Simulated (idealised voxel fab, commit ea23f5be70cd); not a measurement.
The following is a process module called voxel transistor to metal.
Each square cell in cross-section cut measures 5 nm, and the section as a whole is 300 nm wide.
The cross-sections in this document take the form of a grid made of square cells. They are written out as bands, in order from top to bottom. Each band consists of one or more rows of cells. Band: top height; bottom height; in nm. Then, left to right: material with width in nm, for each material. "all across": a single material spanning edge to edge. "air": empty space. It should be noted that heights are counted from 0, beneath which the wafer as supplied is of one material throughout, and that the lowest band possesses no lower boundary but continues downward, as written in "top 0, no bottom". Note: "30..40" means the width goes from the first number (top row of the band) to the second number (bottom row) in equal steps per row of cells. Key: "no alteration" - step with no changed cell in the cross-section. The entry titled "Closed void entries" provides the empty spaces that have no open way to the top, restricted to those of 8 cells or more. Each is presented as width x height at distance, the distance being measured from the left edge, with all three in nm. Step line, after settings: the simulator's comment on this step. "overlay nm" denotes, for a step that has a mask, the displacement of the mask to the right of its planned place, with negative values corresponding to the left.

# Steps planned for the process
1: RECEIVE (material Si)
2: OXIDIZE (depth nm 5)
3: CONFORMAL_DEP (material SiN; thk nm 10)
4: MASKED_ETCH (tone cover; mask id ACTIVE; width nm 115; pitch nm 135; etch materials SiN; depth nm 10; overlay nm 0)
5: MASKED_ETCH (tone cover; mask id ACTIVE; width nm 115; pitch nm 135; etch materials SiO2; depth nm 5; overlay nm 0)
6: MASKED_ETCH (tone cover; mask id ACTIVE; width nm 115; pitch nm 135; etch materials Si; depth nm 35; overlay nm 0)
7: OXIDIZE (depth nm 5)
8: FILL_DEP (material SiO2; thk nm 10)
9: CMP (height nm 10)
10: SELECTIVE_ETCH (etch materials SiO2; depth nm 5)
11: STRIP (etch materials SiN)
12: SELECTIVE_ETCH (etch materials SiO2; depth nm 5)
13: OXIDIZE (depth nm 5)
14: DIRECTIONAL_DEP (material polySi; thk nm 20)
15: DIRECTIONAL_DEP (material SiCN; thk nm 15)
16: DIRECTIONAL_DEP (material aC; thk nm 10)
17: PATTERN (tone cover; mask id GATE; material resist; width nm 25; pitch nm 135; thk nm 30; overlay nm 0)
18: DIRECTIONAL_ETCH (etch materials aC; depth nm 10)
19: STRIP (etch materials resist)
20: DIRECTIONAL_ETCH (etch materials SiCN; depth nm 25)
21: DIRECTIONAL_ETCH (etch materials polySi; depth nm 30)
22: STRIP (etch materials aC)
23: CONFORMAL_DEP (material SiO2; thk nm 5)
24: DIRECTIONAL_ETCH (etch materials SiO2; depth nm 5)
25: CONFORMAL_DEP (material SiN; thk nm 5)
26: DIRECTIONAL_ETCH (etch materials SiN; depth nm 5)
27: DIRECTIONAL_ETCH (etch materials SiO2; depth nm 5)
28: DIRECTIONAL_ETCH (etch materials Si; depth nm 10)
29: EPI (material pSi; thk nm 10)
30: FILL_DEP (material SiO2; thk nm 5)
31: CMP (height nm 15)
32: STRIP (etch materials polySi)
33: SELECTIVE_ETCH (etch materials SiO2; depth nm 5)
34: CONFORMAL_DEP (material HfO2; thk nm 5)
35: CONFORMAL_DEP (material TiN; thk nm 5)
36: FILL_DEP (material W; thk nm 10)
37: CMP (height nm 10)
38: DIRECTIONAL_DEP (material SiO2; thk nm 15)
39: MASKED_ETCH (tone open; mask id CONTACT; width nm 15; etch materials SiO2; depth nm 35; overlay nm 0)
40: CONFORMAL_DEP (material TiN; thk nm 5)
41: FILL_DEP (material Ru; thk nm 10)
42: CMP (height nm 25)
43: DIRECTIONAL_DEP (material TiN; thk nm 5)
44: DIRECTIONAL_DEP (material Ru; thk nm 25)
45: MASKED_ETCH (tone cover; mask id METAL_1; width nm 15; etch materials Ru; depth nm 25; overlay nm 0)
46: MASKED_ETCH (tone cover; mask id METAL_1; width nm 15; etch materials TiN; depth nm 5; overlay nm 0)
47: FILL_DEP (material lowk; thk nm 5)
48: CMP (height nm 55)
49: CONFORMAL_DEP (material SiN; thk nm 5)
Same starting wafers, different thk nm at step 25. Plan value belongs to the first wafer.

# Here's the first of the wafers in cross-section, just as we got it, i.e. after step 1
  top 0, no bottom  Si all across
  Closed void entries: none

# Module end state after final step 49: cross-section of the first of several wafers
  top 60, bottom 55  SiN all across
  top 55, bottom 30  lowk=35; Ru=15; lowk=65; Ru=15; lowk=40; Ru=15; lowk=65; Ru=15; lowk=35
  top 30, bottom 25  lowk=35; TiN=15; lowk=65; TiN=15; lowk=40; TiN=15; lowk=65; TiN=15; lowk=35
  top 25, bottom 10  SiO2=35; TiN=5; Ru=5; TiN=5; SiO2=65; TiN=5; Ru=5; TiN=5; SiO2=40; TiN=5; Ru=5; TiN=5; SiO2=65; TiN=5; Ru=5; TiN=5; SiO2=35
  top 10, bottom 0  SiO2=35; TiN=5; Ru=5; TiN=5; SiO2=10; SiN=5; HfO2=5; TiN=5; W=15; TiN=5; HfO2=5; SiN=5; SiO2=10; TiN=5; Ru=5; TiN=5; SiO2=40; TiN=5; Ru=5; TiN=5; SiO2=10; SiN=5; HfO2=5; TiN=5; W=15; TiN=5; HfO2=5; SiN=5; SiO2=10; TiN=5; Ru=5; TiN=5; SiO2=35
  top 0, bottom -5  SiO2=25; SiN=5; SiO2=5; TiN=5; Ru=5; TiN=5; pSi=10; SiN=5; HfO2=5; TiN=25; HfO2=5; SiN=5; pSi=10; TiN=5; Ru=5; TiN=5; SiO2=5; SiN=5; SiO2=20; SiN=5; SiO2=5; TiN=5; Ru=5; TiN=5; pSi=10; SiN=5; HfO2=5; TiN=25; HfO2=5; SiN=5; pSi=10; TiN=5; Ru=5; TiN=5; SiO2=5; SiN=5; SiO2=25
  top -5, bottom -10  SiO2=35; TiN=15; pSi=10; SiO2=5; HfO2=35; SiO2=5; pSi=10; TiN=15; SiO2=40; TiN=15; pSi=10; SiO2=5; HfO2=35; SiO2=5; pSi=10; TiN=15; SiO2=35
  top -10, bottom -20  SiO2=30; pSi=30; Si=45; pSi=30; SiO2=30; pSi=30; Si=45; pSi=30; SiO2=30
  top -20, bottom -45  SiO2=30; Si=105; SiO2=30; Si=105; SiO2=30
  top -45, no bottom  Si all across
  Closed void entries: none

# The module's end: a cross-section of the last wafer
  top 60, bottom 55  SiN all across
  top 55, bottom 30  lowk=35; Ru=15; lowk=65; Ru=15; lowk=40; Ru=15; lowk=65; Ru=15; lowk=35
  top 30, bottom 25  lowk=35; TiN=15; lowk=65; TiN=15; lowk=40; TiN=15; lowk=65; TiN=15; lowk=35
  top 25, bottom 15  SiO2=35; TiN=5; Ru=5; TiN=5; SiO2=65; TiN=5; Ru=5; TiN=5; SiO2=40; TiN=5; Ru=5; TiN=5; SiO2=65; TiN=5; Ru=5; TiN=5; SiO2=35
  top 15, bottom 10  SiO2=35; TiN=15; SiO2=65; TiN=15; SiO2=40; TiN=15; SiO2=65; TiN=15; SiO2=35
  top 10, bottom 0  SiN=65; HfO2=5; TiN=5; W=15; TiN=5; HfO2=5; SiN=100; HfO2=5; TiN=5; W=15; TiN=5; HfO2=5; SiN=65
  top 0, bottom -5  SiO2=25; SiN=40; HfO2=5; TiN=25; HfO2=5; SiN=40; SiO2=20; SiN=40; HfO2=5; TiN=25; HfO2=5; SiN=40; SiO2=25
  top -5, bottom -10  SiO2=65; HfO2=35; SiO2=100; HfO2=35; SiO2=65
  top -10, bottom -45  SiO2=30; Si=105; SiO2=30; Si=105; SiO2=30
  top -45, no bottom  Si all across
  Closed void entries: none

# Every row in this table is a wafer at the end of the module, and it gives, for each of the materials, the cells that wafer has gained (+) or lost (-) since it was received, then its closed voids
thk nm 5, +26 HfO2, +84 Ru, -294 Si, +76 SiN, +374 SiO2, +90 TiN, +12 W, +288 lowk, +64 pSi, Closed void entries: none
thk nm 10, +26 HfO2, +76 Ru, -246 Si, +130 SiN, +360 SiO2, +74 TiN, +12 W, +288 lowk, Closed void entries: none
thk nm 15, +26 HfO2, +68 Ru, -246 Si, +176 SiN, +330 SiO2, +66 TiN, +12 W, +288 lowk, Closed void entries: none
thk nm 20, +26 HfO2, +68 Ru, -246 Si, +184 SiN, +330 SiO2, +58 TiN, +12 W, +288 lowk, Closed void entries: none
